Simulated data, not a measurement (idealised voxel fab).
Name of the process module below: voxel double patterning
It is cross-section cut that appears here, measuring 205 nm in width, its square cells being 5 nm in size.
When this document writes out a cross-section, it uses a grid of square cells and lists it as bands, beginning at the top and moving down, with a band standing for one or more rows of cells.
Band: top height; bottom height; in nm. Then, left to right: material with width in nm, for each material. "full width": a single material spanning edge to edge. "air": empty space.
Measure heights from 0. That's the level where, below it, the as-received wafer is all one material. The lowest band is bottomless and extends downward; write it as in "0..down".
You'd read "30 to 40" like this: the band's top row of cells is as wide as the first number, its bottom row is as wide as the second, and going down, every row changes width by the same amount as the row before did.
Where a step carries "no modification", the cross-section came out of it unchanged, cell for cell.
Look at "Trapped cavities" for the closed voids: empty spaces with no open path to the top, sized 8 cells or up. Each is width x height at distance, distance from the left edge, all nm.
Where a step's line continues beyond its settings, the continuation is a remark by the simulator itself on that step.
A step's line can hold "overlay nm"; with a mask on that step, the setting says how far right of the planned place the mask lay, while a negative setting says it lay to the left.
STEPS IN THE PROCESS PLAN
| 1 | op RECEIVE | material Si |
| 2 | op CONFORMAL_DEP | material SiO2 | thk nm 5 |
| 3 | op DIRECTIONAL_DEP | material W | thk nm 10 |
| 4 | op DIRECTIONAL_DEP | material SiN | thk nm 10 |
| 5 | op PATTERN | tone open | mask id FIRST | material resist | width nm 15 | pitch nm 50 | thk nm 15 | overlay nm 0 |
| 6 | op DIRECTIONAL_ETCH | etch materials SiN | depth nm 10 |
| 7 | op STRIP | etch materials resist |
| 8 | op MASKED_ETCH | tone open | mask id SECOND | width nm 15 | etch materials SiN | depth nm 10 | overlay nm 0 |
| 9 | op DIRECTIONAL_ETCH | etch materials W | depth nm 10 |
| 10 | op STRIP | etch materials SiN |
CROSS-SECTION, INCOMING MATERIAL, AFTER STEP 1
  0..down  Si full width
  Trapped cavities: none
WHAT THE WAFER LOOKS LIKE IN CROSS-SECTION AFTER THIS MODULE, WHEN IT STARTS AS SHOWN ABOVE AND FOLLOWS THE PLAN ABOVE BUT ONE MISTAKE IS MADE IN RUNNING IT
  10..5  70 of W; 15 of air; 10 of W; 15 of air; 10 of W; 15 of air; 70 of W
  5..0  SiO2 full width
  0..down  Si full width
  Trapped cavities: none
Error vs. plan: step 3 changed vs plan, executed as op DIRECTIONAL_DEP | material W | thk nm 5
